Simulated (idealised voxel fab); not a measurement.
A process module follows: voxel wiring stack.
Section cut is 300 nm wide and gridded with 5 nm square cells.
When this document writes out a cross-section, it uses a grid of square cells and lists it as bands, beginning at the top and moving down, with a band standing for one or more rows of cells.
Band: top height; bottom height; in nm. Then, left to right: material with width in nm, for each material. "throughout": a single material spanning edge to edge. "empty": empty space.
Ref level 0: as-received wafer is one material below here. Bottom band extends down with no lower bound ("0 down").
A two-number width, for instance "30..40", indicates that the width is equal to the first number in the top row of the band and to the second number in the bottom row, and that it changes by a constant amount per row of cells.
No cell of the cross-section changed in a step that is given as "same as before".
"Completely enclosed voids": empty spaces of 8 cells or more with no open way to the top, each given as width x height at distance, distance from the left edge, all in nm.
Whatever follows a step's settings on its line is a remark the simulator itself makes about that step.
Among the settings permitted on a step's line is "overlay nm"; applied to a step with a mask, it specifies the extent to which the mask lay to the right of its planned position, whereas a negative figure signifies a position to the left.

[Steps in the process plan]
1,RECEIVE,material Si
2,CONFORMAL_DEP,material SiO2,thk nm 15
3,CONFORMAL_DEP,material SiN,thk nm 5
4,DIRECTIONAL_DEP,material lowk,thk nm 25
5,DIRECTIONAL_DEP,material aC,thk nm 10
6,PATTERN,tone open,mask id METAL_1,material resist,width nm 30,pitch nm 55,thk nm 30,overlay nm 0
7,DIRECTIONAL_ETCH,etch materials aC,depth nm 10
8,STRIP,etch materials resist
9,DIRECTIONAL_ETCH,etch materials lowk,depth nm 25
10,DIRECTIONAL_ETCH,etch materials SiN,depth nm 5
11,STRIP,etch materials aC
12,CONFORMAL_DEP,material TiN,thk nm 5
13,FILL_DEP,material Cu,thk nm 5
14,CMP,height nm 45
15,CONFORMAL_DEP,material SiCN,thk nm 5
16,DIRECTIONAL_DEP,material lowk,thk nm 15
17,MASKED_ETCH,tone open,mask id PLUG_1,width nm 15,pitch nm 55,etch materials lowk,depth nm 15,overlay nm 0
18,MASKED_ETCH,tone open,mask id PLUG_1,width nm 15,pitch nm 55,etch materials SiCN,depth nm 5,overlay nm 0
19,EPI,material Ru,thk nm 10
20,EPI,material Ru,thk nm 10
21,DIRECTIONAL_DEP,material TiN,thk nm 5
22,DIRECTIONAL_DEP,material Ru,thk nm 15
23,DIRECTIONAL_DEP,material aC,thk nm 15
24,PATTERN,tone cover,mask id METAL_2,material resist,width nm 30,pitch nm 55,thk nm 35,overlay nm 0
25,DIRECTIONAL_ETCH,etch materials aC,depth nm 15
26,STRIP,etch materials resist
27,DIRECTIONAL_ETCH,etch materials Ru,depth nm 15
28,DIRECTIONAL_ETCH,etch materials TiN,depth nm 5
29,STRIP,etch materials aC
30,CONFORMAL_DEP,material SiCN,thk nm 5
31,FILL_DEP,material SiO2,thk nm 5
32,CMP,height nm 85
33,CONFORMAL_DEP,material SiCN,thk nm 5
34,DIRECTIONAL_DEP,material SiO2,thk nm 20
35,PATTERN,tone open,mask id PLUG_2,material resist,width nm 15,pitch nm 55,thk nm 15,overlay nm 0
36,DIRECTIONAL_ETCH,etch materials SiO2,depth nm 20
37,DIRECTIONAL_ETCH,etch materials SiCN,depth nm 5
38,STRIP,etch materials resist
39,CONFORMAL_DEP,material TiN,thk nm 5
40,FILL_DEP,material Ru,thk nm 10
41,CMP,height nm 110
42,CONFORMAL_DEP,material SiCN,thk nm 5
43,DIRECTIONAL_DEP,material lowk,thk nm 20
44,PATTERN,tone open,mask id METAL_3,material resist,width nm 30,pitch nm 55,thk nm 15,overlay nm 0
45,DIRECTIONAL_ETCH,etch materials lowk,depth nm 20
46,DIRECTIONAL_ETCH,etch materials SiCN,depth nm 5
47,STRIP,etch materials resist
48,CONFORMAL_DEP,material TiN,thk nm 5
49,FILL_DEP,material Ru,thk nm 5
50,CMP,height nm 135
51,CONFORMAL_DEP,material SiCN,thk nm 5
52,DIRECTIONAL_DEP,material SiO2,thk nm 20
53,DIRECTIONAL_DEP,material aC,thk nm 10
54,PATTERN,tone open,mask id PLUG_3,material resist,width nm 15,pitch nm 55,thk nm 25,overlay nm 0
55,DIRECTIONAL_ETCH,etch materials aC,depth nm 10
56,STRIP,etch materials resist
57,DIRECTIONAL_ETCH,etch materials SiO2,depth nm 20
58,DIRECTIONAL_ETCH,etch materials SiCN,depth nm 5
59,STRIP,etch materials aC
60,CONFORMAL_DEP,material TiN,thk nm 5
61,FILL_DEP,material W,thk nm 5
62,CMP,height nm 160
63,CONFORMAL_DEP,material SiCN,thk nm 5
64,DIRECTIONAL_DEP,material SiO2,thk nm 15
65,MASKED_ETCH,tone open,mask id METAL_4,width nm 30,pitch nm 55,etch materials SiO2,depth nm 15,overlay nm 0
66,MASKED_ETCH,tone open,mask id METAL_4,width nm 30,pitch nm 55,etch materials SiCN,depth nm 5,overlay nm 0
67,CONFORMAL_DEP,material TiN,thk nm 5
68,FILL_DEP,material Ru,thk nm 5
69,CMP,height nm 180
70,EPI,material Ru,thk nm 5
71,FILL_DEP,material SiCN,thk nm 5

[Received-state cross-section, reflecting completion of step 1]
0 down: Si throughout
Completely enclosed voids: none

[The first of the two wafers as seen in cross-section once the module was finished; processing followed the plan]
190 to 185: SiCN throughout
185 to 180: 75 of SiCN; 40 of Ru; 15 of SiCN; 40 of Ru; 15 of SiCN; 40 of Ru; 75 of SiCN
180 to 165: 80 of SiO2; 5 of TiN; 20 of Ru; 5 of TiN; 25 of SiO2; 5 of TiN; 20 of Ru; 5 of TiN; 25 of SiO2; 5 of TiN; 20 of Ru; 5 of TiN; 80 of SiO2
165 to 160: 80 of SiCN; 30 of TiN; 25 of SiCN; 30 of TiN; 25 of SiCN; 30 of TiN; 80 of SiCN
160 to 140: 80 of SiO2; 5 of TiN; 5 of W; 5 of TiN; 40 of SiO2; 5 of TiN; 5 of W; 5 of TiN; 40 of SiO2; 5 of TiN; 5 of W; 5 of TiN; 95 of SiO2
140 to 135: 80 of SiCN; 15 of TiN; 40 of SiCN; 15 of TiN; 40 of SiCN; 15 of TiN; 95 of SiCN
135 to 115: 80 of lowk; 5 of TiN; 20 of Ru; 5 of TiN; 25 of lowk; 5 of TiN; 20 of Ru; 5 of TiN; 25 of lowk; 5 of TiN; 20 of Ru; 5 of TiN; 80 of lowk
115 to 110: 80 of SiCN; 30 of TiN; 25 of SiCN; 30 of TiN; 25 of SiCN; 30 of TiN; 80 of SiCN
110 to 90: 80 of SiO2; 5 of TiN; 5 of Ru; 5 of TiN; 40 of SiO2; 5 of TiN; 5 of Ru; 5 of TiN; 40 of SiO2; 5 of TiN; 5 of Ru; 5 of TiN; 95 of SiO2
90 to 85: 80 of SiCN; 15 of TiN; 40 of SiCN; 15 of TiN; 40 of SiCN; 15 of TiN; 95 of SiCN
85 to 70: 75 of SiO2; 5 of SiCN; 30 of Ru; 5 of SiCN; 15 of SiO2; 5 of SiCN; 30 of Ru; 5 of SiCN; 15 of SiO2; 5 of SiCN; 30 of Ru; 5 of SiCN; 75 of SiO2
70 to 65: 80 of SiCN; 30 of TiN; 25 of SiCN; 30 of TiN; 25 of SiCN; 30 of TiN; 80 of SiCN
65 to 50: 80 of lowk; 15 of Ru; 40 of lowk; 15 of Ru; 40 of lowk; 15 of Ru; 95 of lowk
50 to 45: 80 of SiCN; 15 of Ru; 40 of SiCN; 15 of Ru; 40 of SiCN; 15 of Ru; 95 of SiCN
45 to 20: 80 of lowk; 5 of TiN; 20 of Cu; 5 of TiN; 25 of lowk; 5 of TiN; 20 of Cu; 5 of TiN; 25 of lowk; 5 of TiN; 20 of Cu; 5 of TiN; 80 of lowk
20 to 15: 80 of SiN; 30 of TiN; 25 of SiN; 30 of TiN; 25 of SiN; 30 of TiN; 80 of SiN
15 to 0: SiO2 throughout
0 down: Si throughout
Completely enclosed voids: none

[This is the second of the two wafers, cross-sectioned at the end of the module; it started exactly like the first and was given the same plan, but it was run with one mistake]
190 to 185: SiCN throughout
185 to 180: 75 of SiCN; 40 of Ru; 15 of SiCN; 40 of Ru; 15 of SiCN; 40 of Ru; 75 of SiCN
180 to 165: 80 of SiO2; 5 of TiN; 20 of Ru; 5 of TiN; 25 of SiO2; 5 of TiN; 20 of Ru; 5 of TiN; 25 of SiO2; 5 of TiN; 20 of Ru; 5 of TiN; 80 of SiO2
165 to 160: 80 of SiCN; 30 of TiN; 25 of SiCN; 30 of TiN; 25 of SiCN; 30 of TiN; 80 of SiCN
160 to 140: 80 of SiO2; 5 of TiN; 5 of W; 5 of TiN; 40 of SiO2; 5 of TiN; 5 of W; 5 of TiN; 40 of SiO2; 5 of TiN; 5 of W; 5 of TiN; 95 of SiO2
140 to 135: 80 of SiCN; 15 of TiN; 40 of SiCN; 15 of TiN; 40 of SiCN; 15 of TiN; 95 of SiCN
135 to 115: 75 of Ru; 5 of TiN; 30 of lowk; 5 of TiN; 15 of Ru; 5 of TiN; 30 of lowk; 5 of TiN; 15 of Ru; 5 of TiN; 30 of lowk; 5 of TiN; 75 of Ru
115 to 110: 80 of TiN; 30 of SiCN; 25 of TiN; 30 of SiCN; 25 of TiN; 30 of SiCN; 80 of TiN
110 to 90: 80 of SiO2; 5 of TiN; 5 of Ru; 5 of TiN; 40 of SiO2; 5 of TiN; 5 of Ru; 5 of TiN; 40 of SiO2; 5 of TiN; 5 of Ru; 5 of TiN; 95 of SiO2
90 to 85: 80 of SiCN; 15 of TiN; 40 of SiCN; 15 of TiN; 40 of SiCN; 15 of TiN; 95 of SiCN
85 to 70: 75 of SiO2; 5 of SiCN; 30 of Ru; 5 of SiCN; 15 of SiO2; 5 of SiCN; 30 of Ru; 5 of SiCN; 15 of SiO2; 5 of SiCN; 30 of Ru; 5 of SiCN; 75 of SiO2
70 to 65: 80 of SiCN; 30 of TiN; 25 of SiCN; 30 of TiN; 25 of SiCN; 30 of TiN; 80 of SiCN
65 to 50: 80 of lowk; 15 of Ru; 40 of lowk; 15 of Ru; 40 of lowk; 15 of Ru; 95 of lowk
50 to 45: 80 of SiCN; 15 of Ru; 40 of SiCN; 15 of Ru; 40 of SiCN; 15 of Ru; 95 of SiCN
45 to 20: 80 of lowk; 5 of TiN; 20 of Cu; 5 of TiN; 25 of lowk; 5 of TiN; 20 of Cu; 5 of TiN; 25 of lowk; 5 of TiN; 20 of Cu; 5 of TiN; 80 of lowk
20 to 15: 80 of SiN; 30 of TiN; 25 of SiN; 30 of TiN; 25 of SiN; 30 of TiN; 80 of SiN
15 to 0: SiO2 throughout
0 down: Si throughout
Completely enclosed voids: none
What broke from the plan during processing? off-plan run, step 44, actual operation and settings PATTERN,tone cover,mask id METAL_3,material resist,width nm 30,pitch nm 55,thk nm 15,overlay nm 0
The second wafer ends with more or fewer cells of some materials than the first, per final count: Ru +96 | SiCN -24 | TiN +24 | lowk -96
